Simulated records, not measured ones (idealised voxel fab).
The following process module bears the name voxel capacitor over wiring.
The cross-section on display is named cut; it measures 170 nm wide, and its cells are 5 nm squares.
How to read a cross-section here: the picture is a grid of square cells, written as bands going from the top down, and any band can span one or more rows of cells.
First you get the band's top height and its bottom height, in nm, and then the materials it's made of, left to right, with each width in nm. If you see a single material with "everywhere", that one covers the band edge to edge. "air" is empty space.
We count height from 0. Below that, the starting wafer is all one material. The lowest band never ends at the bottom but goes on down; see "0 down" for how that is written.
So if you see something like "30 to 40" for the width, read it as the top row of the band sitting at the first number and the bottom row at the second, with every row in between moving by the same amount as the last.
For the purposes of this document, the phrase "no change occurred" attached to a step denotes that no cell within the cross-section was modified by that step.
In "Cavities, sealed" the enclosed voids are listed, meaning empty spaces of 8 cells or larger without any opening to the top. The form is width x height at distance, distance from the left edge, units nm.
Post-settings text on a step line: simulator's own remark regarding the step.
overlay nm: right-of-plan distance of the mask on a masked step; negative values mean left-of-plan.
Heads up before you read on: it's before/after pairs around one process step each, after side only down to the lowest band that changed, step plus settings under the pair. Pairs can be from different runs of this module, same starting wafer, so only chain a pair onto the one above if its "Incoming profile" entry says so.
# Incoming profile
    0 down | Si everywhere
    Cavities, sealed: none
# Sectional View, Post-Process
    10 to 0 | SiO2 everywhere
    Under the height 0 nothing was changed.
    Cavities, sealed: none
Before/after cross-sections above; step in between: CONFORMAL_DEP,material SiO2,thk nm 10
Incoming profile: the after view from the pair directly above serves as the before view here.
# Sectional View, Post-Process
    15 to 10 | TiN everywhere
    Under the height 10 nothing was changed.
    Cavities, sealed: none
Before/after cross-sections above; step in between: DIRECTIONAL_DEP,material TiN,thk nm 5
Incoming profile: the after view from the pair directly above serves as the before view here.
# Sectional View, Post-Process
    30 to 15 | Ru everywhere
    Under the height 15 nothing was changed.
    Cavities, sealed: none
Before/after cross-sections above; step in between: DIRECTIONAL_DEP,material Ru,thk nm 15
Incoming profile: the after view from the pair directly above serves as the before view here.
# Sectional View, Post-Process
    45 to 30 | aC everywhere
    Under the height 30 nothing was changed.
    Cavities, sealed: none
Before/after cross-sections above; step in between: DIRECTIONAL_DEP,material aC,thk nm 15
Incoming profile: the after view from the pair directly above serves as the before view here.
# Sectional View, Post-Process
    80 to 45 | air 35; resist 20; air 60; resist 20; air 35
    Under the height 45 nothing was changed.
    Cavities, sealed: none
Before/after cross-sections above; step in between: PATTERN,tone cover,mask id METAL_1,material resist,width nm 20,pitch nm 80,thk nm 35,overlay nm 0
Incoming profile: the after view from the pair directly above serves as the before view here.
# Sectional View, Post-Process
    65 to 45 | air 35; resist 20; air 60; resist 20; air 35
    45 to 30 | air 35; aC 20; air 60; aC 20; air 35
    Under the height 30 nothing was changed.
    Cavities, sealed: none
Before/after cross-sections above; step in between: DIRECTIONAL_ETCH,etch materials aC,depth nm 15
Incoming profile: the after view from the pair directly above serves as the before view here.
# Sectional View, Post-Process
    45 to 30 | air 35; aC 20; air 60; aC 20; air 35
    Under the height 30 nothing was changed.
    Cavities, sealed: none
Before/after cross-sections above; step in between: STRIP,etch materials resist
Incoming profile: the after view from the pair directly above serves as the before view here.
# Sectional View, Post-Process
    45 to 30 | air 35; aC 20; air 60; aC 20; air 35
    30 to 15 | air 35; Ru 20; air 60; Ru 20; air 35
    Under the height 15 nothing was changed.
    Cavities, sealed: none
Before/after cross-sections above; step in between: DIRECTIONAL_ETCH,etch materials Ru,depth nm 15
Incoming profile: the after view from the pair directly above serves as the before view here.
# Sectional View, Post-Process
    45 to 30 | air 35; aC 20; air 60; aC 20; air 35
    30 to 15 | air 35; Ru 20; air 60; Ru 20; air 35
    15 to 10 | air 35; TiN 20; air 60; TiN 20; air 35
    Under the height 10 nothing was changed.
    Cavities, sealed: none
Before/after cross-sections above; step in between: DIRECTIONAL_ETCH,etch materials TiN,depth nm 5
Incoming profile: the after view from the pair directly above serves as the before view here.
# Sectional View, Post-Process
    30 to 15 | air 35; Ru 20; air 60; Ru 20; air 35
    Under the height 15 nothing was changed.
    Cavities, sealed: none
Before/after cross-sections above; step in between: STRIP,etch materials aC
Incoming profile: the after view from the pair directly above serves as the before view here.
# Sectional View, Post-Process
    40 to 30 | SiO2 everywhere
    30 to 15 | SiO2 35; Ru 20; SiO2 60; Ru 20; SiO2 35
    15 to 10 | SiO2 35; TiN 20; SiO2 60; TiN 20; SiO2 35
    Under the height 10 nothing was changed.
    Cavities, sealed: none
Before/after cross-sections above; step in between: FILL_DEP,material SiO2,thk nm 10
Incoming profile: the after view from the pair directly above serves as the before view here.
# Sectional View, Post-Process
    30 to 15 | SiO2 35; Ru 20; SiO2 60; Ru 20; SiO2 35
    Under the height 15 nothing was changed.
    Cavities, sealed: none
Before/after cross-sections above; step in between: CMP,height nm 30
Incoming profile: the after view from the pair directly above serves as the before view here.
# Sectional View, Post-Process
    35 to 30 | SiCN everywhere
    Under the height 30 nothing was changed.
    Cavities, sealed: none
Before/after cross-sections above; step in between: CONFORMAL_DEP,material SiCN,thk nm 5
Incoming profile: the after view from the pair directly above serves as the before view here.
# Sectional View, Post-Process
    50 to 35 | lowk everywhere
    Under the height 35 nothing was changed.
    Cavities, sealed: none
Before/after cross-sections above; step in between: DIRECTIONAL_DEP,material lowk,thk nm 15
Incoming profile: the after view from the pair directly above serves as the before view here.
# Sectional View, Post-Process
    65 to 50 | aC everywhere
    Under the height 50 nothing was changed.
    Cavities, sealed: none
Before/after cross-sections above; step in between: DIRECTIONAL_DEP,material aC,thk nm 15
Incoming profile: the after view from the pair directly above serves as the before view here.
# Sectional View, Post-Process
    95 to 65 | resist 40; air 15; resist 115
    Under the height 65 nothing was changed.
    Cavities, sealed: none
Before/after cross-sections above; step in between: PATTERN,tone open,mask id PLUG_1,material resist,width nm 15,thk nm 30,overlay nm 0
Incoming profile: the after view from the pair directly above serves as the before view here.
# Sectional View, Post-Process
    80 to 65 | resist 40; air 15; resist 115
    65 to 50 | aC 40; air 15; aC 115
    Under the height 50 nothing was changed.
    Cavities, sealed: none
Before/after cross-sections above; step in between: DIRECTIONAL_ETCH,etch materials aC,depth nm 15
Incoming profile: the after view from the pair directly above serves as the before view here.
# Sectional View, Post-Process
    65 to 50 | aC 40; air 15; aC 115
    Under the height 50 nothing was changed.
    Cavities, sealed: none
Before/after cross-sections above; step in between: STRIP,etch materials resist
Incoming profile: the after view from the pair directly above serves as the before view here.
# Sectional View, Post-Process
    65 to 50 | aC 40; air 15; aC 115
    50 to 35 | lowk 40; air 15; lowk 115
    Under the height 35 nothing was changed.
    Cavities, sealed: none
Before/after cross-sections above; step in between: DIRECTIONAL_ETCH,etch materials lowk,depth nm 15
Incoming profile: the after view from the pair directly above serves as the before view here.
# Sectional View, Post-Process
    65 to 50 | aC 40; air 15; aC 115
    50 to 35 | lowk 40; air 15; lowk 115
    35 to 30 | SiCN 40; air 15; SiCN 115
    Under the height 30 nothing was changed.
    Cavities, sealed: none
Before/after cross-sections above; step in between: DIRECTIONAL_ETCH,etch materials SiCN,depth nm 5
Incoming profile: the after view from the pair directly above serves as the before view here.
# Sectional View, Post-Process
    50 to 35 | lowk 40; air 15; lowk 115
    Under the height 35 nothing was changed.
    Cavities, sealed: none
Before/after cross-sections above; step in between: STRIP,etch materials aC
Incoming profile: the after view from the pair directly above serves as the before view here.
# Sectional View, Post-Process
    55 to 50 | TiN 45; air 5; TiN 120
    50 to 35 | lowk 40; TiN 5; air 5; TiN 5; lowk 115
    35 to 30 | SiCN 40; TiN 15; SiCN 115
    Under the height 30 nothing was changed.
    Cavities, sealed: none
Before/after cross-sections above; step in between: CONFORMAL_DEP,material TiN,thk nm 5
Incoming profile: the after view from the pair directly above serves as the before view here.
# Sectional View, Post-Process
    60 to 55 | W everywhere
    55 to 50 | TiN 45; W 5; TiN 120
    50 to 35 | lowk 40; TiN 5; W 5; TiN 5; lowk 115
    Under the height 35 nothing was changed.
    Cavities, sealed: none
Before/after cross-sections above; step in between: FILL_DEP,material W,thk nm 5
Incoming profile: the after view from the pair directly above serves as the before view here.
# Sectional View, Post-Process
    50 to 35 | lowk 40; TiN 5; W 5; TiN 5; lowk 115
    Under the height 35 nothing was changed.
    Cavities, sealed: none
Before/after cross-sections above; step in between: CMP,height nm 50
Incoming profile: the after view from the pair directly above serves as the before view here.
# Sectional View, Post-Process
    60 to 50 | TiN everywhere
    Under the height 50 nothing was changed.
    Cavities, sealed: none
Before/after cross-sections above; step in between: DIRECTIONAL_DEP,material TiN,thk nm 10
Incoming profile: the after view from the pair directly above serves as the before view here.
# Sectional View, Post-Process
    65 to 60 | SiN everywhere
    Under the height 60 nothing was changed.
    Cavities, sealed: none
Before/after cross-sections above; step in between: DIRECTIONAL_DEP,material SiN,thk nm 5
Incoming profile: the after view from the pair directly above serves as the before view here.
# Sectional View, Post-Process
    75 to 65 | TiN everywhere
    Under the height 65 nothing was changed.
    Cavities, sealed: none
Before/after cross-sections above; step in between: DIRECTIONAL_DEP,material TiN,thk nm 10
Incoming profile: the after view from the pair directly above serves as the before view here.
# Sectional View, Post-Process
    75 to 65 | air 40; TiN 65; air 65
    Under the height 65 nothing was changed.
    Cavities, sealed: none
Before/after cross-sections above; step in between: MASKED_ETCH,tone cover,mask id UPPER_PLATE,width nm 65,etch materials TiN,depth nm 10,overlay nm 0
Incoming profile: the after view from the pair directly above serves as the before view here.
# Sectional View, Post-Process
    75 to 65 | air 40; TiN 65; air 65
    65 to 60 | air 40; SiN 65; air 65
    Under the height 60 nothing was changed.
    Cavities, sealed: none
Before/after cross-sections above; step in between: MASKED_ETCH,tone cover,mask id UPPER_PLATE,width nm 65,etch materials SiN,depth nm 5,overlay nm 0
Incoming profile: the after view from the pair directly above serves as the before view here.
# Sectional View, Post-Process
    95 to 75 | air 35; resist 75; air 60
    75 to 65 | air 35; resist 5; TiN 65; resist 5; air 60
    65 to 60 | air 35; resist 5; SiN 65; resist 5; air 60
    Under the height 60 nothing was changed.
    Cavities, sealed: none
Before/after cross-sections above; step in between: PATTERN,tone cover,mask id LOWER_PLATE,material resist,width nm 75,thk nm 20,overlay nm 0
Incoming profile: the after view from the pair directly above serves as the before view here.
# Sectional View, Post-Process
    95 to 75 | air 35; resist 75; air 60
    75 to 65 | air 35; resist 5; TiN 65; resist 5; air 60
    65 to 60 | air 35; resist 5; SiN 65; resist 5; air 60
    60 to 50 | air 35; TiN 75; air 60
    Under the height 50 nothing was changed.
    Cavities, sealed: none
Before/after cross-sections above; step in between: DIRECTIONAL_ETCH,etch materials TiN,depth nm 10
Incoming profile: the after view from the pair directly above serves as the before view here.
# Sectional View, Post-Process
    75 to 65 | air 40; TiN 65; air 65
    65 to 60 | air 40; SiN 65; air 65
    Under the height 60 nothing was changed.
    Cavities, sealed: none
Before/after cross-sections above; step in between: STRIP,etch materials resist
Incoming profile: the after view from the pair directly above serves as the before view here.
# Sectional View, Post-Process
    90 to 75 | SiO2 everywhere
    75 to 65 | SiO2 40; TiN 65; SiO2 65
    65 to 60 | SiO2 40; SiN 65; SiO2 65
    60 to 50 | SiO2 35; TiN 75; SiO2 60
    Under the height 50 nothing was changed.
    Cavities, sealed: none
Before/after cross-sections above; step in between: FILL_DEP,material SiO2,thk nm 15
Incoming profile: the after view from the pair directly above serves as the before view here.
# Sectional View, Post-Process
    85 to 75 | SiO2 everywhere
    Under the height 75 nothing was changed.
    Cavities, sealed: none
Before/after cross-sections above; step in between: CMP,height nm 85
Incoming profile: the after view from the pair directly above serves as the before view here.
# Sectional View, Post-Process
    100 to 85 | aC everywhere
    Under the height 85 nothing was changed.
    Cavities, sealed: none
Before/after cross-sections above; step in between: DIRECTIONAL_DEP,material aC,thk nm 15
Incoming profile: the after view from the pair directly above serves as the before view here.
# Sectional View, Post-Process
    130 to 100 | resist 50; air 15; resist 105
    Under the height 100 nothing was changed.
    Cavities, sealed: none
Before/after cross-sections above; step in between: PATTERN,tone open,mask id PLUG_2,material resist,width nm 15,thk nm 30,overlay nm 0
Incoming profile: the after view from the pair directly above serves as the before view here.
# Sectional View, Post-Process
    115 to 100 | resist 50; air 15; resist 105
    100 to 85 | aC 50; air 15; aC 105
    Under the height 85 nothing was changed.
    Cavities, sealed: none
Before/after cross-sections above; step in between: DIRECTIONAL_ETCH,etch materials aC,depth nm 15
Incoming profile: the after view from the pair directly above serves as the before view here.
# Sectional View, Post-Process
    100 to 85 | aC 50; air 15; aC 105
    Under the height 85 nothing was changed.
    Cavities, sealed: none
Before/after cross-sections above; step in between: STRIP,etch materials resist
Incoming profile: the after view from the pair directly above serves as the before view here.
# Sectional View, Post-Process
    100 to 85 | aC 50; air 15; aC 105
    85 to 75 | SiO2 50; air 15; SiO2 105
    Under the height 75 nothing was changed.
    Cavities, sealed: none
Before/after cross-sections above; step in between: DIRECTIONAL_ETCH,etch materials SiO2,depth nm 10
Incoming profile: the after view from the pair directly above serves as the before view here.
# Sectional View, Post-Process
    85 to 75 | SiO2 50; air 15; SiO2 105
    Under the height 75 nothing was changed.
    Cavities, sealed: none
Before/after cross-sections above; step in between: STRIP,etch materials aC
Incoming profile: the after view from the pair directly above serves as the before view here.
# Sectional View, Post-Process
    90 to 85 | TiN 55; air 5; TiN 110
    85 to 80 | SiO2 50; TiN 5; air 5; TiN 5; SiO2 105
    80 to 75 | SiO2 50; TiN 15; SiO2 105
    Under the height 75 nothing was changed.
    Cavities, sealed: none
Before/after cross-sections above; step in between: CONFORMAL_DEP,material TiN,thk nm 5
Incoming profile: the after view from the pair directly above serves as the before view here.
# Sectional View, Post-Process
    95 to 90 | Cu everywhere
    90 to 85 | TiN 55; Cu 5; TiN 110
    85 to 80 | SiO2 50; TiN 5; Cu 5; TiN 5; SiO2 105
    Under the height 80 nothing was changed.
    Cavities, sealed: none
Before/after cross-sections above; step in between: FILL_DEP,material Cu,thk nm 5
Incoming profile: the after view from the pair directly above serves as the before view here.
# Sectional View, Post-Process
    85 to 80 | SiO2 50; TiN 5; Cu 5; TiN 5; SiO2 105
    Under the height 80 nothing was changed.
    Cavities, sealed: none
Before/after cross-sections above; step in between: CMP,height nm 85
Incoming profile: the after view from the pair directly above serves as the before view here.
# Sectional View, Post-Process
    90 to 85 | SiN everywhere
    Under the height 85 nothing was changed.
    Cavities, sealed: none
Before/after cross-sections above; step in between: CONFORMAL_DEP,material SiN,thk nm 5
# Incoming profile
    60 to 50 | TiN everywhere
    50 to 35 | lowk 40; TiN 5; W 5; TiN 5; lowk 115
    35 to 30 | SiCN 40; TiN 15; SiCN 115
    30 to 15 | SiO2 35; Ru 20; SiO2 60; Ru 20; SiO2 35
    15 to 10 | SiO2 35; TiN 20; SiO2 60; TiN 20; SiO2 35
    10 to 0 | SiO2 everywhere
    0 down | Si everywhere
    Cavities, sealed: none
# Sectional View, Post-Process
    70 to 50 | TiN everywhere
    Under the height 50 nothing was changed.
    Cavities, sealed: none
Before/after cross-sections above; step in between: DIRECTIONAL_DEP,material TiN,thk nm 10
Incoming profile: the after view from the pair directly above serves as the before view here.
# Sectional View, Post-Process
    70 to 60 | air 40; TiN 65; air 65
    Under the height 60 nothing was changed.
    Cavities, sealed: none
Before/after cross-sections above; step in between: MASKED_ETCH,tone cover,mask id UPPER_PLATE,width nm 65,etch materials TiN,depth nm 10,overlay nm 0
Incoming profile: the after view from the pair directly above serves as the before view here.
# Sectional View, Post-Process
    90 to 70 | air 35; resist 75; air 60
    70 to 60 | air 35; resist 5; TiN 65; resist 5; air 60
    Under the height 60 nothing was changed.
    Cavities, sealed: none
Before/after cross-sections above; step in between: PATTERN,tone cover,mask id LOWER_PLATE,material resist,width nm 75,thk nm 20,overlay nm 0
Incoming profile: the after view from the pair directly above serves as the before view here.
# Sectional View, Post-Process
    90 to 70 | air 35; resist 75; air 60
    70 to 60 | air 35; resist 5; TiN 65; resist 5; air 60
    60 to 50 | air 35; TiN 75; air 60
    Under the height 50 nothing was changed.
    Cavities, sealed: none
Before/after cross-sections above; step in between: DIRECTIONAL_ETCH,etch materials TiN,depth nm 10
Incoming profile: the after view from the pair directly above serves as the before view here.
# Sectional View, Post-Process
    70 to 60 | air 40; TiN 65; air 65
    Under the height 60 nothing was changed.
    Cavities, sealed: none
Before/after cross-sections above; step in between: STRIP,etch materials resist
Incoming profile: the after view from the pair directly above serves as the before view here.
# Sectional View, Post-Process
    85 to 70 | SiO2 everywhere
    70 to 60 | SiO2 40; TiN 65; SiO2 65
    60 to 50 | SiO2 35; TiN 75; SiO2 60
    Under the height 50 nothing was changed.
    Cavities, sealed: none
Before/after cross-sections above; step in between: FILL_DEP,material SiO2,thk nm 15
Incoming profile: the after view from the pair directly above serves as the before view here.
# Sectional View, Post-Process
    100 to 85 | aC everywhere
    Under the height 85 nothing was changed.
    Cavities, sealed: none
Before/after cross-sections above; step in between: DIRECTIONAL_DEP,material aC,thk nm 15
Incoming profile: the after view from the pair directly above serves as the before view here.
# Sectional View, Post-Process
    130 to 100 | resist 50; air 15; resist 105
    Under the height 100 nothing was changed.
    Cavities, sealed: none
Before/after cross-sections above; step in between: PATTERN,tone open,mask id PLUG_2,material resist,width nm 15,thk nm 30,overlay nm 0
Incoming profile: the after view from the pair directly above serves as the before view here.
# Sectional View, Post-Process
    115 to 100 | resist 50; air 15; resist 105
    100 to 85 | aC 50; air 15; aC 105
    Under the height 85 nothing was changed.
    Cavities, sealed: none
Before/after cross-sections above; step in between: DIRECTIONAL_ETCH,etch materials aC,depth nm 15
Incoming profile: the after view from the pair directly above serves as the before view here.
# Sectional View, Post-Process
    100 to 85 | aC 50; air 15; aC 105
    Under the height 85 nothing was changed.
    Cavities, sealed: none
Before/after cross-sections above; step in between: STRIP,etch materials resist
Incoming profile: the after view from the pair directly above serves as the before view here.
# Sectional View, Post-Process
    100 to 85 | aC 50; air 15; aC 105
    85 to 75 | SiO2 50; air 15; SiO2 105
    Under the height 75 nothing was changed.
    Cavities, sealed: none
Before/after cross-sections above; step in between: DIRECTIONAL_ETCH,etch materials SiO2,depth nm 10
Incoming profile: the after view from the pair directly above serves as the before view here.
# Sectional View, Post-Process
    85 to 75 | SiO2 50; air 15; SiO2 105
    Under the height 75 nothing was changed.
    Cavities, sealed: none
Before/after cross-sections above; step in between: STRIP,etch materials aC
Incoming profile: the after view from the pair directly above serves as the before view here.
# Sectional View, Post-Process
    90 to 85 | TiN 55; air 5; TiN 110
    85 to 80 | SiO2 50; TiN 5; air 5; TiN 5; SiO2 105
    80 to 75 | SiO2 50; TiN 15; SiO2 105
    Under the height 75 nothing was changed.
    Cavities, sealed: none
Before/after cross-sections above; step in between: CONFORMAL_DEP,material TiN,thk nm 5
Incoming profile: the after view from the pair directly above serves as the before view here.
# Sectional View, Post-Process
    95 to 90 | Cu everywhere
    90 to 85 | TiN 55; Cu 5; TiN 110
    85 to 80 | SiO2 50; TiN 5; Cu 5; TiN 5; SiO2 105
    Under the height 80 nothing was changed.
    Cavities, sealed: none
Before/after cross-sections above; step in between: FILL_DEP,material Cu,thk nm 5
Incoming profile: the after view from the pair directly above serves as the before view here.
# Sectional View, Post-Process
    85 to 80 | SiO2 50; TiN 5; Cu 5; TiN 5; SiO2 105
    Under the height 80 nothing was changed.
    Cavities, sealed: none
Before/after cross-sections above; step in between: CMP,height nm 85
Incoming profile: the after view from the pair directly above serves as the before view here.
# Sectional View, Post-Process
    90 to 85 | SiN everywhere
    Under the height 85 nothing was changed.
    Cavities, sealed: none
Before/after cross-sections above; step in between: CONFORMAL_DEP,material SiN,thk nm 5
# Incoming profile
    10 to 0 | SiO2 everywhere
    0 down | Si everywhere
    Cavities, sealed: none
# Sectional View, Post-Process
    25 to 10 | Ru everywhere
    Under the height 10 nothing was changed.
    Cavities, sealed: none
Before/after cross-sections above; step in between: DIRECTIONAL_DEP,material Ru,thk nm 15
Incoming profile: the after view from the pair directly above serves as the before view here.
# Sectional View, Post-Process
    30 to 25 | TiN everywhere
    Under the height 25 nothing was changed.
    Cavities, sealed: none
Before/after cross-sections above; step in between: DIRECTIONAL_DEP,material TiN,thk nm 5
Incoming profile: the after view from the pair directly above serves as the before view here.
# Sectional View, Post-Process
    45 to 30 | aC everywhere
    Under the height 30 nothing was changed.
    Cavities, sealed: none
Before/after cross-sections above; step in between: DIRECTIONAL_DEP,material aC,thk nm 15
Incoming profile: the after view from the pair directly above serves as the before view here.
# Sectional View, Post-Process
    80 to 45 | air 35; resist 20; air 60; resist 20; air 35
    Under the height 45 nothing was changed.
    Cavities, sealed: none
Before/after cross-sections above; step in between: PATTERN,tone cover,mask id METAL_1,material resist,width nm 20,pitch nm 80,thk nm 35,overlay nm 0
Incoming profile: the after view from the pair directly above serves as the before view here.
# Sectional View, Post-Process
    65 to 45 | air 35; resist 20; air 60; resist 20; air 35
    45 to 30 | air 35; aC 20; air 60; aC 20; air 35
    Under the height 30 nothing was changed.
    Cavities, sealed: none
Before/after cross-sections above; step in between: DIRECTIONAL_ETCH,etch materials aC,depth nm 15
Incoming profile: the after view from the pair directly above serves as the before view here.
# Sectional View, Post-Process
    45 to 30 | air 35; aC 20; air 60; aC 20; air 35
    Under the height 30 nothing was changed.
    Cavities, sealed: none
Before/after cross-sections above; step in between: STRIP,etch materials resist
Incoming profile: the after view from the pair directly above serves as the before view here.
# Sectional View, Post-Process
    45 to 30 | air 35; aC 20; air 60; aC 20; air 35
    30 to 25 | air 35; TiN 20; air 60; TiN 20; air 35
    Under the height 25 nothing was changed.
    Cavities, sealed: none
Before/after cross-sections above; step in between: DIRECTIONAL_ETCH,etch materials TiN,depth nm 5
Incoming profile: the after view from the pair directly above serves as the before view here.
# Sectional View, Post-Process
    30 to 25 | air 35; TiN 20; air 60; TiN 20; air 35
    Under the height 25 nothing was changed.
    Cavities, sealed: none
Before/after cross-sections above; step in between: STRIP,etch materials aC
Incoming profile: the after view from the pair directly above serves as the before view here.
# Sectional View, Post-Process
    40 to 30 | SiO2 everywhere
    30 to 25 | SiO2 35; TiN 20; SiO2 60; TiN 20; SiO2 35
    Under the height 25 nothing was changed.
    Cavities, sealed: none
Before/after cross-sections above; step in between: FILL_DEP,material SiO2,thk nm 10
Incoming profile: the after view from the pair directly above serves as the before view here.
# Sectional View, Post-Process
    30 to 25 | SiO2 35; TiN 20; SiO2 60; TiN 20; SiO2 35
    Under the height 25 nothing was changed.
    Cavities, sealed: none
Before/after cross-sections above; step in between: CMP,height nm 30
Incoming profile: the after view from the pair directly above serves as the before view here.
# Sectional View, Post-Process
    35 to 30 | SiCN everywhere
    Under the height 30 nothing was changed.
    Cavities, sealed: none
Before/after cross-sections above; step in between: CONFORMAL_DEP,material SiCN,thk nm 5
Incoming profile: the after view from the pair directly above serves as the before view here.
# Sectional View, Post-Process
    50 to 35 | lowk everywhere
    Under the height 35 nothing was changed.
    Cavities, sealed: none
Before/after cross-sections above; step in between: DIRECTIONAL_DEP,material lowk,thk nm 15
Incoming profile: the after view from the pair directly above serves as the before view here.
# Sectional View, Post-Process
    65 to 50 | aC everywhere
    Under the height 50 nothing was changed.
    Cavities, sealed: none
Before/after cross-sections above; step in between: DIRECTIONAL_DEP,material aC,thk nm 15
Incoming profile: the after view from the pair directly above serves as the before view here.
# Sectional View, Post-Process
    95 to 65 | resist 40; air 15; resist 115
    Under the height 65 nothing was changed.
    Cavities, sealed: none
Before/after cross-sections above; step in between: PATTERN,tone open,mask id PLUG_1,material resist,width nm 15,thk nm 30,overlay nm 0
Incoming profile: the after view from the pair directly above serves as the before view here.
# Sectional View, Post-Process
    80 to 65 | resist 40; air 15; resist 115
    65 to 50 | aC 40; air 15; aC 115
    Under the height 50 nothing was changed.
    Cavities, sealed: none
Before/after cross-sections above; step in between: DIRECTIONAL_ETCH,etch materials aC,depth nm 15
Incoming profile: the after view from the pair directly above serves as the before view here.
# Sectional View, Post-Process
    65 to 50 | aC 40; air 15; aC 115
    Under the height 50 nothing was changed.
    Cavities, sealed: none
Before/after cross-sections above; step in between: STRIP,etch materials resist
Incoming profile: the after view from the pair directly above serves as the before view here.
# Sectional View, Post-Process
    65 to 50 | aC 40; air 15; aC 115
    50 to 35 | lowk 40; air 15; lowk 115
    Under the height 35 nothing was changed.
    Cavities, sealed: none
Before/after cross-sections above; step in between: DIRECTIONAL_ETCH,etch materials lowk,depth nm 15
Incoming profile: the after view from the pair directly above serves as the before view here.
# Sectional View, Post-Process
    65 to 50 | aC 40; air 15; aC 115
    50 to 35 | lowk 40; air 15; lowk 115
    35 to 30 | SiCN 40; air 15; SiCN 115
    Under the height 30 nothing was changed.
    Cavities, sealed: none
Before/after cross-sections above; step in between: DIRECTIONAL_ETCH,etch materials SiCN,depth nm 5
Incoming profile: the after view from the pair directly above serves as the before view here.
# Sectional View, Post-Process
    50 to 35 | lowk 40; air 15; lowk 115
    Under the height 35 nothing was changed.
    Cavities, sealed: none
Before/after cross-sections above; step in between: STRIP,etch materials aC
Incoming profile: the after view from the pair directly above serves as the before view here.
# Sectional View, Post-Process
    55 to 50 | TiN 45; air 5; TiN 120
    50 to 35 | lowk 40; TiN 5; air 5; TiN 5; lowk 115
    35 to 30 | SiCN 40; TiN 15; SiCN 115
    Under the height 30 nothing was changed.
    Cavities, sealed: none
Before/after cross-sections above; step in between: CONFORMAL_DEP,material TiN,thk nm 5
Incoming profile: the after view from the pair directly above serves as the before view here.
# Sectional View, Post-Process
    60 to 55 | W everywhere
    55 to 50 | TiN 45; W 5; TiN 120
    50 to 35 | lowk 40; TiN 5; W 5; TiN 5; lowk 115
    Under the height 35 nothing was changed.
    Cavities, sealed: none
Before/after cross-sections above; step in between: FILL_DEP,material W,thk nm 5
Incoming profile: the after view from the pair directly above serves as the before view here.
# Sectional View, Post-Process
    50 to 35 | lowk 40; TiN 5; W 5; TiN 5; lowk 115
    Under the height 35 nothing was changed.
    Cavities, sealed: none
Before/after cross-sections above; step in between: CMP,height nm 50
Incoming profile: the after view from the pair directly above serves as the before view here.
# Sectional View, Post-Process
    60 to 50 | TiN everywhere
    Under the height 50 nothing was changed.
    Cavities, sealed: none
Before/after cross-sections above; step in between: DIRECTIONAL_DEP,material TiN,thk nm 10
Incoming profile: the after view from the pair directly above serves as the before view here.
# Sectional View, Post-Process
    65 to 60 | SiN everywhere
    Under the height 60 nothing was changed.
    Cavities, sealed: none
Before/after cross-sections above; step in between: DIRECTIONAL_DEP,material SiN,thk nm 5
Incoming profile: the after view from the pair directly above serves as the before view here.
# Sectional View, Post-Process
    75 to 65 | TiN everywhere
    Under the height 65 nothing was changed.
    Cavities, sealed: none
Before/after cross-sections above; step in between: DIRECTIONAL_DEP,material TiN,thk nm 10
Incoming profile: the after view from the pair directly above serves as the before view here.
# Sectional View, Post-Process
    75 to 65 | air 40; TiN 65; air 65
    Under the height 65 nothing was changed.
    Cavities, sealed: none
Before/after cross-sections above; step in between: MASKED_ETCH,tone cover,mask id UPPER_PLATE,width nm 65,etch materials TiN,depth nm 10,overlay nm 0
Incoming profile: the after view from the pair directly above serves as the before view here.
# Sectional View, Post-Process
    75 to 65 | air 40; TiN 65; air 65
    65 to 60 | air 40; SiN 65; air 65
    Under the height 60 nothing was changed.
    Cavities, sealed: none
Before/after cross-sections above; step in between: MASKED_ETCH,tone cover,mask id UPPER_PLATE,width nm 65,etch materials SiN,depth nm 5,overlay nm 0
Incoming profile: the after view from the pair directly above serves as the before view here.
# Sectional View, Post-Process
    95 to 75 | air 35; resist 75; air 60
    75 to 65 | air 35; resist 5; TiN 65; resist 5; air 60
    65 to 60 | air 35; resist 5; SiN 65; resist 5; air 60
    Under the height 60 nothing was changed.
    Cavities, sealed: none
Before/after cross-sections above; step in between: PATTERN,tone cover,mask id LOWER_PLATE,material resist,width nm 75,thk nm 20,overlay nm 0
Incoming profile: the after view from the pair directly above serves as the before view here.
# Sectional View, Post-Process
    95 to 75 | air 35; resist 75; air 60
    75 to 65 | air 35; resist 5; TiN 65; resist 5; air 60
    65 to 60 | air 35; resist 5; SiN 65; resist 5; air 60
    60 to 50 | air 35; TiN 75; air 60
    Under the height 50 nothing was changed.
    Cavities, sealed: none
Before/after cross-sections above; step in between: DIRECTIONAL_ETCH,etch materials TiN,depth nm 10
Incoming profile: the after view from the pair directly above serves as the before view here.
# Sectional View, Post-Process
    75 to 65 | air 40; TiN 65; air 65
    65 to 60 | air 40; SiN 65; air 65
    Under the height 60 nothing was changed.
    Cavities, sealed: none
Before/after cross-sections above; step in between: STRIP,etch materials resist
Incoming profile: the after view from the pair directly above serves as the before view here.
# Sectional View, Post-Process
    90 to 75 | SiO2 everywhere
    75 to 65 | SiO2 40; TiN 65; SiO2 65
    65 to 60 | SiO2 40; SiN 65; SiO2 65
    60 to 50 | SiO2 35; TiN 75; SiO2 60
    Under the height 50 nothing was changed.
    Cavities, sealed: none
Before/after cross-sections above; step in between: FILL_DEP,material SiO2,thk nm 15
Incoming profile: the after view from the pair directly above serves as the before view here.
# Sectional View, Post-Process
    85 to 75 | SiO2 everywhere
    Under the height 75 nothing was changed.
    Cavities, sealed: none
Before/after cross-sections above; step in between: CMP,height nm 85
Incoming profile: the after view from the pair directly above serves as the before view here.
# Sectional View, Post-Process
    100 to 85 | aC everywhere
    Under the height 85 nothing was changed.
    Cavities, sealed: none
Before/after cross-sections above; step in between: DIRECTIONAL_DEP,material aC,thk nm 15
Incoming profile: the after view from the pair directly above serves as the before view here.
# Sectional View, Post-Process
    130 to 100 | resist 50; air 15; resist 105
    Under the height 100 nothing was changed.
    Cavities, sealed: none
Before/after cross-sections above; step in between: PATTERN,tone open,mask id PLUG_2,material resist,width nm 15,thk nm 30,overlay nm 0
Incoming profile: the after view from the pair directly above serves as the before view here.
# Sectional View, Post-Process
    115 to 100 | resist 50; air 15; resist 105
    100 to 85 | aC 50; air 15; aC 105
    Under the height 85 nothing was changed.
    Cavities, sealed: none
Before/after cross-sections above; step in between: DIRECTIONAL_ETCH,etch materials aC,depth nm 15
Incoming profile: the after view from the pair directly above serves as the before view here.
# Sectional View, Post-Process
    100 to 85 | aC 50; air 15; aC 105
    Under the height 85 nothing was changed.
    Cavities, sealed: none
Before/after cross-sections above; step in between: STRIP,etch materials resist
Incoming profile: the after view from the pair directly above serves as the before view here.
# Sectional View, Post-Process
    100 to 85 | aC 50; air 15; aC 105
    85 to 75 | SiO2 50; air 15; SiO2 105
    Under the height 75 nothing was changed.
    Cavities, sealed: none
Before/after cross-sections above; step in between: DIRECTIONAL_ETCH,etch materials SiO2,depth nm 10
